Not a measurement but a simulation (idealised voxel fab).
Proc. module: voxel transistor to metal
285 nm wide, 5 nm square cells: that's cross-section cut.
Cross-section spec: square-cell grid; bands listed top down; each band is one or more rows.
Within each band entry, the heights of the top and of the bottom of the band appear first, in that order and in nm; the materials of the band then follow from left to right, each with its corresponding width in nm. The designation "full width" on a single material indicates that it fills the band from edge to edge; the designation "air" indicates empty space.
Heights are measured from 0, the level below which the as-received wafer is all one material; the lowest band has no bottom and continues downward, written as in "top 0, no bottom".
A width given as "30 to 40" starts at the first number in the band's top row and ends at the second number in its bottom row, shifting by an equal amount at every step from row to row.
Where a step carries "all unchanged", the cross-section came out of it unchanged, cell for cell.
The label "Completely sealed voids" introduces a list of the empty spaces, 8 cells or larger, that have no open way up to the top; each entry in it reads width x height at distance, where the distance is taken from the left edge and all three are stated in nm.
Note: text after step settings on the step line = simulator remark on that step.
When a step includes a mask, the "overlay nm" setting on its line states how far to the right of its planned place that mask lay, and negative values state how far to the left.
Read each pair as before and after one process step. The after cross-section shows only down to the lowest band that changed. The step between them and its settings are given below the pair. Pairs can come from different runs of this module on the same starting wafer. A pair continues from the pair above only where its "State before" entry says so.
State before:
    top 95, bottom 80: aC: 30; air: 15; aC: 115; air: 15; aC: 110
    top 80, bottom 55: lowk: 30; air: 15; lowk: 115; air: 15; lowk: 110
    top 55, bottom 50: SiCN: 30; air: 15; SiCN: 115; air: 15; SiCN: 110
    top 50, bottom 25: lowk: 25; SiN: 5; W: 15; SiN: 5; lowk: 55; SiN: 5; W: 15; SiN: 5; lowk: 25; SiN: 5; W: 15; SiN: 5; lowk: 55; SiN: 5; W: 15; SiN: 5; lowk: 25
    top 25, bottom 20: SiN: 30; TiN: 15; SiN: 65; TiN: 15; SiN: 35; TiN: 15; SiN: 65; TiN: 15; SiN: 30
    top 20, bottom 10: SiO2: 30; TiN: 15 to 5; SiO2: 65 to 85; TiN: 15 to 5; SiO2: 35; TiN: 15 to 5; SiO2: 65 to 85; TiN: 15 to 5; SiO2: 30
    top 10, bottom 5: SiO2: 30; TiN: 5; SiO2: 15; SiN: 10; HfO2: 5; TiN: 5; W: 15; TiN: 5; HfO2: 5; SiN: 10; SiO2: 15; TiN: 5; SiO2: 35; TiN: 5; SiO2: 15; SiN: 10; HfO2: 5; TiN: 5; W: 15; TiN: 5; HfO2: 5; SiN: 10; SiO2: 15; TiN: 5; SiO2: 30
    top 5, bottom 0: SiO2: 35; pSi: 15; SiN: 10; HfO2: 5; TiN: 5; W: 15; TiN: 5; HfO2: 5; SiN: 10; pSi: 15; SiO2: 45; pSi: 15; SiN: 10; HfO2: 5; TiN: 5; W: 15; TiN: 5; HfO2: 5; SiN: 10; pSi: 15; SiO2: 35
    top 0, bottom -5: SiO2: 35; pSi: 15; SiN: 10; HfO2: 5; TiN: 25; HfO2: 5; SiN: 10; pSi: 15; SiO2: 45; pSi: 15; SiN: 10; HfO2: 5; TiN: 25; HfO2: 5; SiN: 10; pSi: 15; SiO2: 35
    top -5, bottom -10: SiO2: 20; pSi: 30; SiO2: 5; HfO2: 45; SiO2: 5; pSi: 30; SiO2: 15; pSi: 30; SiO2: 5; HfO2: 45; SiO2: 5; pSi: 30; SiO2: 20
    top -10, bottom -20: SiO2: 25; pSi: 25; Si: 55; pSi: 25; SiO2: 25; pSi: 25; Si: 55; pSi: 25; SiO2: 25
    top -20, bottom -25: SiO2: 25; Si: 105; SiO2: 25; Si: 105; SiO2: 25
    top -25, no bottom: Si full width
    Completely sealed voids: none
Post-Step Section View:
    top 80, bottom 55: lowk: 30; air: 15; lowk: 115; air: 15; lowk: 110
    No changes below 55.
    Completely sealed voids: none
Between the two cross-sections shown above lies STRIP: etch materials aC
State before: this step begins from the cross-section that the pair just above shows after its step.
Post-Step Section View:
    top 85, bottom 80: TiN: 35; air: 5; TiN: 125; air: 5; TiN: 115
    top 80, bottom 55: lowk: 30; TiN: 5; air: 5; TiN: 5; lowk: 115; TiN: 5; air: 5; TiN: 5; lowk: 110
    top 55, bottom 50: SiCN: 30; TiN: 15; SiCN: 115; TiN: 15; SiCN: 110
    No changes below 50.
    Completely sealed voids: none
Between the two cross-sections shown above lies CONFORMAL_DEP: material TiN, thk nm 5
State before: this step begins from the cross-section that the pair just above shows after its step.
Post-Step Section View:
    top 95, bottom 85: Cu full width
    top 85, bottom 80: TiN: 35; Cu: 5; TiN: 125; Cu: 5; TiN: 115
    top 80, bottom 55: lowk: 30; TiN: 5; Cu: 5; TiN: 5; lowk: 115; TiN: 5; Cu: 5; TiN: 5; lowk: 110
    No changes below 55.
    Completely sealed voids: none
Between the two cross-sections shown above lies FILL_DEP: material Cu, thk nm 10
State before: this step begins from the cross-section that the pair just above shows after its step.
Post-Step Section View:
    top 80, bottom 55: lowk: 30; TiN: 5; Cu: 5; TiN: 5; lowk: 115; TiN: 5; Cu: 5; TiN: 5; lowk: 110
    No changes below 55.
    Completely sealed voids: none
Between the two cross-sections shown above lies CMP: height nm 80
State before: this step begins from the cross-section that the pair just above shows after its step.
Post-Step Section View:
    top 85, bottom 80: SiCN full width
    No changes below 80.
    Completely sealed voids: none
Between the two cross-sections shown above lies CONFORMAL_DEP: material SiCN, thk nm 5
State before:
    top -5, bottom -25: SiO2: 25; Si: 105; SiO2: 25; Si: 105; SiO2: 25
    top -25, no bottom: Si full width
    Completely sealed voids: none
Post-Step Section View:
    top -5, bottom -20: SiO2 full width
    No changes below -20.
    Completely sealed voids: none
Between the two cross-sections shown above lies OXIDIZE: depth nm 15
State before: this step begins from the cross-section that the pair just above shows after its step.
Post-Step Section View:
    top 15, bottom -5: polySi full width
    No changes below -5.
    Completely sealed voids: none
Between the two cross-sections shown above lies DIRECTIONAL_DEP: material polySi, thk nm 20
State before: this step begins from the cross-section that the pair just above shows after its step.
Post-Step Section View:
    top 25, bottom 15: SiCN full width
    No changes below 15.
    Completely sealed voids: none
Between the two cross-sections shown above lies DIRECTIONAL_DEP: material SiCN, thk nm 10
State before: this step begins from the cross-section that the pair just above shows after its step.
Post-Step Section View:
    top 40, bottom 25: air: 60; resist: 35; air: 95; resist: 35; air: 60
    No changes below 25.
    Completely sealed voids: none
Between the two cross-sections shown above lies PATTERN: tone cover, mask id GATE, material resist, width nm 35, pitch nm 130, thk nm 15, overlay nm 0
State before: this step begins from the cross-section that the pair just above shows after its step.
Post-Step Section View:
    top 40, bottom 25: air: 60; resist: 35; air: 95; resist: 35; air: 60
    top 25, bottom 15: air: 60; SiCN: 35; air: 95; SiCN: 35; air: 60
    No changes below 15.
    Completely sealed voids: none
Between the two cross-sections shown above lies DIRECTIONAL_ETCH: etch materials SiCN, depth nm 20
State before: this step begins from the cross-section that the pair just above shows after its step.
Post-Step Section View:
    top 40, bottom 25: air: 60; resist: 35; air: 95; resist: 35; air: 60
    top 25, bottom 15: air: 60; SiCN: 35; air: 95; SiCN: 35; air: 60
    top 15, bottom -5: air: 60; polySi: 35; air: 95; polySi: 35; air: 60
    No changes below -5.
    Completely sealed voids: none
Between the two cross-sections shown above lies DIRECTIONAL_ETCH: etch materials polySi, depth nm 30
State before: this step begins from the cross-section that the pair just above shows after its step.
Post-Step Section View:
    top 25, bottom 15: air: 60; SiCN: 35; air: 95; SiCN: 35; air: 60
    No changes below 15.
    Completely sealed voids: none
Between the two cross-sections shown above lies STRIP: etch materials resist
State before: this step begins from the cross-section that the pair just above shows after its step.
Post-Step Section View:
    top 35, bottom 25: air: 50; SiN: 55; air: 75; SiN: 55; air: 50
    top 25, bottom 15: air: 50; SiN: 10; SiCN: 35; SiN: 10; air: 75; SiN: 10; SiCN: 35; SiN: 10; air: 50
    top 15, bottom 5: air: 50; SiN: 10; polySi: 35; SiN: 10; air: 75; SiN: 10; polySi: 35; SiN: 10; air: 50
    top 5, bottom -5: SiN: 60; polySi: 35; SiN: 95; polySi: 35; SiN: 60
    No changes below -5.
    Completely sealed voids: none
Between the two cross-sections shown above lies CONFORMAL_DEP: material SiN, thk nm 10
State before: this step begins from the cross-section that the pair just above shows after its step.
Post-Step Section View:
    top 25, bottom 15: air: 50; SiN: 10; SiCN: 35; SiN: 10; air: 75; SiN: 10; SiCN: 35; SiN: 10; air: 50
    top 15, bottom -5: air: 50; SiN: 10; polySi: 35; SiN: 10; air: 75; SiN: 10; polySi: 35; SiN: 10; air: 50
    No changes below -5.
    Completely sealed voids: none
Between the two cross-sections shown above lies DIRECTIONAL_ETCH: etch materials SiN, depth nm 10
State before: this step begins from the cross-section that the pair just above shows after its step.
Post-Step Section View:
    top 25, bottom 15: air: 50; SiN: 10; SiCN: 35; SiN: 10; air: 75; SiN: 10; SiCN: 35; SiN: 10; air: 50
    top 15, bottom -5: air: 50; SiN: 10; polySi: 35; SiN: 10; air: 75; SiN: 10; polySi: 35; SiN: 10; air: 50
    top -5, bottom -10: air: 50; SiO2: 55; air: 75; SiO2: 55; air: 50
    No changes below -10.
    Completely sealed voids: none
Between the two cross-sections shown above lies DIRECTIONAL_ETCH: etch materials SiO2, depth nm 5
State before: this step begins from the cross-section that the pair just above shows after its step.
Post-Step Section View:
    top 30, bottom 25: SiO2 full width
    top 25, bottom 15: SiO2: 50; SiN: 10; SiCN: 35; SiN: 10; SiO2: 75; SiN: 10; SiCN: 35; SiN: 10; SiO2: 50
    top 15, bottom -5: SiO2: 50; SiN: 10; polySi: 35; SiN: 10; SiO2: 75; SiN: 10; polySi: 35; SiN: 10; SiO2: 50
    top -5, bottom -20: SiO2 full width
    No changes below -20.
    Completely sealed voids: none
Between the two cross-sections shown above lies FILL_DEP: material SiO2, thk nm 5
State before: this step begins from the cross-section that the pair just above shows after its step.
Post-Step Section View:
    top 15, bottom -5: SiO2: 50; SiN: 10; polySi: 35; SiN: 10; SiO2: 75; SiN: 10; polySi: 35; SiN: 10; SiO2: 50
    No changes below -5.
    Completely sealed voids: none
Between the two cross-sections shown above lies CMP: height nm 15
State before: this step begins from the cross-section that the pair just above shows after its step.
Post-Step Section View:
    top 15, bottom -5: SiO2: 50; SiN: 10; air: 35; SiN: 10; SiO2: 75; SiN: 10; air: 35; SiN: 10; SiO2: 50
    No changes below -5.
    Completely sealed voids: none
Between the two cross-sections shown above lies STRIP: etch materials polySi
State before: this step begins from the cross-section that the pair just above shows after its step.
Post-Step Section View:
    top 15, bottom 10: air: 50; SiN: 10; air: 35; SiN: 10; air: 75; SiN: 10; air: 35; SiN: 10; air: 50
    top 10, bottom -5: SiO2: 50; SiN: 10; air: 35; SiN: 10; SiO2: 75; SiN: 10; air: 35; SiN: 10; SiO2: 50
    top -5, bottom -10: SiO2: 55; air: 45; SiO2: 85; air: 45; SiO2: 55
    No changes below -10.
    Completely sealed voids: none
Between the two cross-sections shown above lies SELECTIVE_ETCH: etch materials SiO2, depth nm 5
State before: this step begins from the cross-section that the pair just above shows after its step.
Post-Step Section View:
    top 20, bottom 15: air: 45; HfO2: 20; air: 25; HfO2: 20; air: 65; HfO2: 20; air: 25; HfO2: 20; air: 45
    top 15, bottom 10: HfO2: 50; SiN: 10; HfO2: 5; air: 25; HfO2: 5; SiN: 10; HfO2: 75; SiN: 10; HfO2: 5; air: 25; HfO2: 5; SiN: 10; HfO2: 50
    top 10, bottom -5: SiO2: 50; SiN: 10; HfO2: 5; air: 25; HfO2: 5; SiN: 10; SiO2: 75; SiN: 10; HfO2: 5; air: 25; HfO2: 5; SiN: 10; SiO2: 50
    top -5, bottom -10: SiO2: 55; HfO2: 45; SiO2: 85; HfO2: 45; SiO2: 55
    No changes below -10.
    Completely sealed voids: none
Between the two cross-sections shown above lies CONFORMAL_DEP: material HfO2, thk nm 5
State before: this step begins from the cross-section that the pair just above shows after its step.
Post-Step Section View:
    top 25, bottom 20: air: 40; TiN: 30; air: 15; TiN: 30; air: 55; TiN: 30; air: 15; TiN: 30; air: 40
    top 20, bottom 15: TiN: 45; HfO2: 20; TiN: 5; air: 15; TiN: 5; HfO2: 20; TiN: 65; HfO2: 20; TiN: 5; air: 15; TiN: 5; HfO2: 20; TiN: 45
    top 15, bottom 10: HfO2: 50; SiN: 10; HfO2: 5; TiN: 5; air: 15; TiN: 5; HfO2: 5; SiN: 10; HfO2: 75; SiN: 10; HfO2: 5; TiN: 5; air: 15; TiN: 5; HfO2: 5; SiN: 10; HfO2: 50
    top 10, bottom 0: SiO2: 50; SiN: 10; HfO2: 5; TiN: 5; air: 15; TiN: 5; HfO2: 5; SiN: 10; SiO2: 75; SiN: 10; HfO2: 5; TiN: 5; air: 15; TiN: 5; HfO2: 5; SiN: 10; SiO2: 50
    top 0, bottom -5: SiO2: 50; SiN: 10; HfO2: 5; TiN: 25; HfO2: 5; SiN: 10; SiO2: 75; SiN: 10; HfO2: 5; TiN: 25; HfO2: 5; SiN: 10; SiO2: 50
    No changes below -5.
    Completely sealed voids: none
Between the two cross-sections shown above lies CONFORMAL_DEP: material TiN, thk nm 5
State before: this step begins from the cross-section that the pair just above shows after its step.
Post-Step Section View:
    top 35, bottom 25: W full width
    top 25, bottom 20: W: 40; TiN: 30; W: 15; TiN: 30; W: 55; TiN: 30; W: 15; TiN: 30; W: 40
    top 20, bottom 15: TiN: 45; HfO2: 20; TiN: 5; W: 15; TiN: 5; HfO2: 20; TiN: 65; HfO2: 20; TiN: 5; W: 15; TiN: 5; HfO2: 20; TiN: 45
    top 15, bottom 10: HfO2: 50; SiN: 10; HfO2: 5; TiN: 5; W: 15; TiN: 5; HfO2: 5; SiN: 10; HfO2: 75; SiN: 10; HfO2: 5; TiN: 5; W: 15; TiN: 5; HfO2: 5; SiN: 10; HfO2: 50
    top 10, bottom 0: SiO2: 50; SiN: 10; HfO2: 5; TiN: 5; W: 15; TiN: 5; HfO2: 5; SiN: 10; SiO2: 75; SiN: 10; HfO2: 5; TiN: 5; W: 15; TiN: 5; HfO2: 5; SiN: 10; SiO2: 50
    No changes below 0.
    Completely sealed voids: none
Between the two cross-sections shown above lies FILL_DEP: material W, thk nm 10
State before: this step begins from the cross-section that the pair just above shows after its step.
Post-Step Section View:
    top 10, bottom 0: SiO2: 50; SiN: 10; HfO2: 5; TiN: 5; W: 15; TiN: 5; HfO2: 5; SiN: 10; SiO2: 75; SiN: 10; HfO2: 5; TiN: 5; W: 15; TiN: 5; HfO2: 5; SiN: 10; SiO2: 50
    No changes below 0.
    Completely sealed voids: none
Between the two cross-sections shown above lies CMP: height nm 10
State before: this step begins from the cross-section that the pair just above shows after its step.
Post-Step Section View:
    top 20, bottom 10: SiO2 full width
    No changes below 10.
    Completely sealed voids: none
Between the two cross-sections shown above lies DIRECTIONAL_DEP: material SiO2, thk nm 10
State before: this step begins from the cross-section that the pair just above shows after its step.
Post-Step Section View:
    top 20, bottom 10: SiO2: 30; air: 15; SiO2: 65; air: 15; SiO2: 35; air: 15; SiO2: 65; air: 15; SiO2: 30
    top 10, bottom 0: SiO2: 30; air: 15; SiO2: 5; SiN: 10; HfO2: 5; TiN: 5; W: 15; TiN: 5; HfO2: 5; SiN: 10; SiO2: 5; air: 15; SiO2: 35; air: 15; SiO2: 5; SiN: 10; HfO2: 5; TiN: 5; W: 15; TiN: 5; HfO2: 5; SiN: 10; SiO2: 5; air: 15; SiO2: 30
    top 0, bottom -5: SiO2: 30; air: 15; SiO2: 5; SiN: 10; HfO2: 5; TiN: 25; HfO2: 5; SiN: 10; SiO2: 5; air: 15; SiO2: 35; air: 15; SiO2: 5; SiN: 10; HfO2: 5; TiN: 25; HfO2: 5; SiN: 10; SiO2: 5; air: 15; SiO2: 30
    No changes below -5.
    Completely sealed voids: none
Between the two cross-sections shown above lies MASKED_ETCH: tone open, mask id CONTACT, width nm 15, etch materials SiO2, depth nm 25, overlay nm 0
State before: this step begins from the cross-section that the pair just above shows after its step.
Post-Step Section View:
    top 25, bottom 20: TiN: 35; air: 5; TiN: 75; air: 5; TiN: 45; air: 5; TiN: 75; air: 5; TiN: 35
    top 20, bottom 10: SiO2: 30; TiN: 5; air: 5; TiN: 5; SiO2: 65; TiN: 5; air: 5; TiN: 5; SiO2: 35; TiN: 5; air: 5; TiN: 5; SiO2: 65; TiN: 5; air: 5; TiN: 5; SiO2: 30
    top 10, bottom 0: SiO2: 30; TiN: 5; air: 5; TiN: 5; SiO2: 5; SiN: 10; HfO2: 5; TiN: 5; W: 15; TiN: 5; HfO2: 5; SiN: 10; SiO2: 5; TiN: 5; air: 5; TiN: 5; SiO2: 35; TiN: 5; air: 5; TiN: 5; SiO2: 5; SiN: 10; HfO2: 5; TiN: 5; W: 15; TiN: 5; HfO2: 5; SiN: 10; SiO2: 5; TiN: 5; air: 5; TiN: 5; SiO2: 30
    top 0, bottom -5: SiO2: 30; TiN: 15; SiO2: 5; SiN: 10; HfO2: 5; TiN: 25; HfO2: 5; SiN: 10; SiO2: 5; TiN: 15; SiO2: 35; TiN: 15; SiO2: 5; SiN: 10; HfO2: 5; TiN: 25; HfO2: 5; SiN: 10; SiO2: 5; TiN: 15; SiO2: 30
    No changes below -5.
    Completely sealed voids: none
Between the two cross-sections shown above lies CONFORMAL_DEP: material TiN, thk nm 5
State before: this step begins from the cross-section that the pair just above shows after its step.
Post-Step Section View:
    top 35, bottom 25: W full width
    top 25, bottom 20: TiN: 35; W: 5; TiN: 75; W: 5; TiN: 45; W: 5; TiN: 75; W: 5; TiN: 35
    top 20, bottom 10: SiO2: 30; TiN: 5; W: 5; TiN: 5; SiO2: 65; TiN: 5; W: 5; TiN: 5; SiO2: 35; TiN: 5; W: 5; TiN: 5; SiO2: 65; TiN: 5; W: 5; TiN: 5; SiO2: 30
    top 10, bottom 0: SiO2: 30; TiN: 5; W: 5; TiN: 5; SiO2: 5; SiN: 10; HfO2: 5; TiN: 5; W: 15; TiN: 5; HfO2: 5; SiN: 10; SiO2: 5; TiN: 5; W: 5; TiN: 5; SiO2: 35; TiN: 5; W: 5; TiN: 5; SiO2: 5; SiN: 10; HfO2: 5; TiN: 5; W: 15; TiN: 5; HfO2: 5; SiN: 10; SiO2: 5; TiN: 5; W: 5; TiN: 5; SiO2: 30
    No changes below 0.
    Completely sealed voids: none
Between the two cross-sections shown above lies FILL_DEP: material W, thk nm 10
State before: this step begins from the cross-section that the pair just above shows after its step.
Post-Step Section View:
    top 20, bottom 10: SiO2: 30; TiN: 5; W: 5; TiN: 5; SiO2: 65; TiN: 5; W: 5; TiN: 5; SiO2: 35; TiN: 5; W: 5; TiN: 5; SiO2: 65; TiN: 5; W: 5; TiN: 5; SiO2: 30
    No changes below 10.
    Completely sealed voids: none
Between the two cross-sections shown above lies CMP: height nm 20
State before: this step begins from the cross-section that the pair just above shows after its step.
Post-Step Section View:
    top 25, bottom 20: TiN full width
    No changes below 20.
    Completely sealed voids: none
Between the two cross-sections shown above lies DIRECTIONAL_DEP: material TiN, thk nm 5
State before: this step begins from the cross-section that the pair just above shows after its step.
Post-Step Section View:
    top 50, bottom 25: W full width
    No changes below 25.
    Completely sealed voids: none
Between the two cross-sections shown above lies DIRECTIONAL_DEP: material W, thk nm 25
State before: this step begins from the cross-section that the pair just above shows after its step.
Post-Step Section View:
    top 65, bottom 50: air: 30; resist: 15; air: 65; resist: 15; air: 35; resist: 15; air: 65; resist: 15; air: 30
    No changes below 50.
    Completely sealed voids: none
Between the two cross-sections shown above lies PATTERN: tone cover, mask id METAL_1, material resist, width nm 15, thk nm 15, overlay nm 0
State before: this step begins from the cross-section that the pair just above shows after its step.
Post-Step Section View:
    top 65, bottom 50: air: 30; resist: 15; air: 65; resist: 15; air: 35; resist: 15; air: 65; resist: 15; air: 30
    top 50, bottom 25: air: 30; W: 15; air: 65; W: 15; air: 35; W: 15; air: 65; W: 15; air: 30
    No changes below 25.
    Completely sealed voids: none
Between the two cross-sections shown above lies DIRECTIONAL_ETCH: etch materials W, depth nm 25
State before: this step begins from the cross-section that the pair just above shows after its step.
Post-Step Section View:
    top 65, bottom 50: air: 30; resist: 15; air: 65; resist: 15; air: 35; resist: 15; air: 65; resist: 15; air: 30
    top 50, bottom 25: air: 30; W: 15; air: 65; W: 15; air: 35; W: 15; air: 65; W: 15; air: 30
    top 25, bottom 20: air: 30; TiN: 15; air: 65; TiN: 15; air: 35; TiN: 15; air: 65; TiN: 15; air: 30
    No changes below 20.
    Completely sealed voids: none
Between the two cross-sections shown above lies DIRECTIONAL_ETCH: etch materials TiN, depth nm 5
State before: this step begins from the cross-section that the pair just above shows after its step.
Post-Step Section View:
    top 50, bottom 25: air: 30; W: 15; air: 65; W: 15; air: 35; W: 15; air: 65; W: 15; air: 30
    No changes below 25.
    Completely sealed voids: none
Between the two cross-sections shown above lies STRIP: etch materials resist
State before: this step begins from the cross-section that the pair just above shows after its step.
Post-Step Section View:
    top 55, bottom 50: air: 25; SiN: 25; air: 55; SiN: 25; air: 25; SiN: 25; air: 55; SiN: 25; air: 25
    top 50, bottom 25: air: 25; SiN: 5; W: 15; SiN: 5; air: 55; SiN: 5; W: 15; SiN: 5; air: 25; SiN: 5; W: 15; SiN: 5; air: 55; SiN: 5; W: 15; SiN: 5; air: 25
    top 25, bottom 20: SiN: 30; TiN: 15; SiN: 65; TiN: 15; SiN: 35; TiN: 15; SiN: 65; TiN: 15; SiN: 30
    No changes below 20.
    Completely sealed voids: none
Between the two cross-sections shown above lies CONFORMAL_DEP: material SiN, thk nm 5
State before: this step begins from the cross-section that the pair just above shows after its step.
Post-Step Section View:
    top 60, bottom 55: lowk full width
    top 55, bottom 50: lowk: 25; SiN: 25; lowk: 55; SiN: 25; lowk: 25; SiN: 25; lowk: 55; SiN: 25; lowk: 25
    top 50, bottom 25: lowk: 25; SiN: 5; W: 15; SiN: 5; lowk: 55; SiN: 5; W: 15; SiN: 5; lowk: 25; SiN: 5; W: 15; SiN: 5; lowk: 55; SiN: 5; W: 15; SiN: 5; lowk: 25
    No changes below 25.
    Completely sealed voids: none
Between the two cross-sections shown above lies FILL_DEP: material lowk, thk nm 5
State before: this step begins from the cross-section that the pair just above shows after its step.
Post-Step Section View:
    top 50, bottom 25: lowk: 25; SiN: 5; W: 15; SiN: 5; lowk: 55; SiN: 5; W: 15; SiN: 5; lowk: 25; SiN: 5; W: 15; SiN: 5; lowk: 55; SiN: 5; W: 15; SiN: 5; lowk: 25
    No changes below 25.
    Completely sealed voids: none
Between the two cross-sections shown above lies CMP: height nm 50
State before: this step begins from the cross-section that the pair just above shows after its step.
Post-Step Section View:
    top 55, bottom 50: SiCN full width
    No changes below 50.
    Completely sealed voids: none
Between the two cross-sections shown above lies CONFORMAL_DEP: material SiCN, thk nm 5
State before: this step begins from the cross-section that the pair just above shows after its step.
Post-Step Section View:
    top 80, bottom 55: lowk full width
    No changes below 55.
    Completely sealed voids: none
Between the two cross-sections shown above lies DIRECTIONAL_DEP: material lowk, thk nm 25
State before: this step begins from the cross-section that the pair just above shows after its step.
Post-Step Section View:
    top 90, bottom 80: aC full width
    No changes below 80.
    Completely sealed voids: none
Between the two cross-sections shown above lies DIRECTIONAL_DEP: material aC, thk nm 10
State before: this step begins from the cross-section that the pair just above shows after its step.
Post-Step Section View:
    top 115, bottom 90: resist: 30; air: 15; resist: 115; air: 15; resist: 110
    No changes below 90.
    Completely sealed voids: none
Between the two cross-sections shown above lies PATTERN: tone open, mask id METAL_2, material resist, width nm 15, pitch nm 130, thk nm 25, overlay nm 0
State before: this step begins from the cross-section that the pair just above shows after its step.
Post-Step Section View:
    top 105, bottom 90: resist: 30; air: 15; resist: 115; air: 15; resist: 110
    top 90, bottom 80: aC: 30; air: 15; aC: 115; air: 15; aC: 110
    No changes below 80.
    Completely sealed voids: none
Between the two cross-sections shown above lies DIRECTIONAL_ETCH: etch materials aC, depth nm 10
State before: this step begins from the cross-section that the pair just above shows after its step.
Post-Step Section View:
    top 90, bottom 80: aC: 30; air: 15; aC: 115; air: 15; aC: 110
    No changes below 80.
    Completely sealed voids: none
Between the two cross-sections shown above lies STRIP: etch materials resist
State before: this step begins from the cross-section that the pair just above shows after its step.
Post-Step Section View:
    top 90, bottom 80: aC: 30; air: 15; aC: 115; air: 15; aC: 110
    top 80, bottom 65: lowk: 30; air: 15; lowk: 115; air: 15; lowk: 110
    No changes below 65.
    Completely sealed voids: none
Between the two cross-sections shown above lies DIRECTIONAL_ETCH: etch materials lowk, depth nm 15
State before: this step begins from the cross-section that the pair just above shows after its step.
Post-Step Section View:
    top 80, bottom 65: lowk: 30; air: 15; lowk: 115; air: 15; lowk: 110
    No changes below 65.
    Completely sealed voids: none
Between the two cross-sections shown above lies STRIP: etch materials aC
State before: this step begins from the cross-section that the pair just above shows after its step.
Post-Step Section View:
    top 95, bottom 80: aC: 30; air: 15; aC: 115; air: 15; aC: 110
    top 80, bottom 65: lowk: 30; aC: 15; lowk: 115; aC: 15; lowk: 110
    No changes below 65.
    Completely sealed voids: none
Between the two cross-sections shown above lies DIRECTIONAL_DEP: material aC, thk nm 15
State before: this step begins from the cross-section that the pair just above shows after its step.
Post-Step Section View:
    top 130, bottom 95: resist: 30; air: 15; resist: 115; air: 15; resist: 110
    No changes below 95.
    Completely sealed voids: none
Between the two cross-sections shown above lies PATTERN: tone open, mask id METAL_2_HOLES, material resist, width nm 15, pitch nm 130, thk nm 35, overlay nm 0
State before: this step begins from the cross-section that the pair just above shows after its step.
Post-Step Section View:
    top 115, bottom 95: resist: 30; air: 15; resist: 115; air: 15; resist: 110
    top 95, bottom 80: aC: 30; air: 15; aC: 115; air: 15; aC: 110
    top 80, bottom 65: lowk: 30; air: 15; lowk: 115; air: 15; lowk: 110
    No changes below 65.
    Completely sealed voids: none
Between the two cross-sections shown above lies DIRECTIONAL_ETCH: etch materials aC, depth nm 15
State before: this step begins from the cross-section that the pair just above shows after its step.
Post-Step Section View:
    top 95, bottom 80: aC: 30; air: 15; aC: 115; air: 15; aC: 110
    No changes below 80.
    Completely sealed voids: none
Between the two cross-sections shown above lies STRIP: etch materials resist
State before: this step begins from the cross-section that the pair just above shows after its step.
Post-Step Section View:
    top 95, bottom 80: aC: 30; air: 15; aC: 115; air: 15; aC: 110
    top 80, bottom 55: lowk: 30; air: 15; lowk: 115; air: 15; lowk: 110
    No changes below 55.
    Completely sealed voids: none
Between the two cross-sections shown above lies DIRECTIONAL_ETCH: etch materials lowk, depth nm 10
State before: this step begins from the cross-section that the pair just above shows after its step.
Post-Step Section View:
    top 95, bottom 80: aC: 30; air: 15; aC: 115; air: 15; aC: 110
    top 80, bottom 55: lowk: 30; air: 15; lowk: 115; air: 15; lowk: 110
    top 55, bottom 50: SiCN: 30; air: 15; SiCN: 115; air: 15; SiCN: 110
    No changes below 50.
    Completely sealed voids: none
Between the two cross-sections shown above lies DIRECTIONAL_ETCH: etch materials SiCN, depth nm 5
State before: this step begins from the cross-section that the pair just above shows after its step.
Post-Step Section View:
    top 80, bottom 55: lowk: 30; air: 15; lowk: 115; air: 15; lowk: 110
    No changes below 55.
    Completely sealed voids: none
Between the two cross-sections shown above lies STRIP: etch materials aC
State before: this step begins from the cross-section that the pair just above shows after its step.
Post-Step Section View:
    top 85, bottom 80: TiN: 35; air: 5; TiN: 125; air: 5; TiN: 115
    top 80, bottom 55: lowk: 30; TiN: 5; air: 5; TiN: 5; lowk: 115; TiN: 5; air: 5; TiN: 5; lowk: 110
    top 55, bottom 50: SiCN: 30; TiN: 15; SiCN: 115; TiN: 15; SiCN: 110
    No changes below 50.
    Completely sealed voids: none
Between the two cross-sections shown above lies CONFORMAL_DEP: material TiN, thk nm 5
State before: this step begins from the cross-section that the pair just above shows after its step.
Post-Step Section View:
    top 95, bottom 85: Cu full width
    top 85, bottom 80: TiN: 35; Cu: 5; TiN: 125; Cu: 5; TiN: 115
    top 80, bottom 55: lowk: 30; TiN: 5; Cu: 5; TiN: 5; lowk: 115; TiN: 5; Cu: 5; TiN: 5; lowk: 110
    No changes below 55.
    Completely sealed voids: none
Between the two cross-sections shown above lies FILL_DEP: material Cu, thk nm 10
State before: this step begins from the cross-section that the pair just above shows after its step.
Post-Step Section View:
    top 80, bottom 55: lowk: 30; TiN: 5; Cu: 5; TiN: 5; lowk: 115; TiN: 5; Cu: 5; TiN: 5; lowk: 110
    No changes below 55.
    Completely sealed voids: none
Between the two cross-sections shown above lies CMP: height nm 80
State before: this step begins from the cross-section that the pair just above shows after its step.
Post-Step Section View:
    top 85, bottom 80: SiCN full width
    No changes below 80.
    Completely sealed voids: none
Between the two cross-sections shown above lies CONFORMAL_DEP: material SiCN, thk nm 5
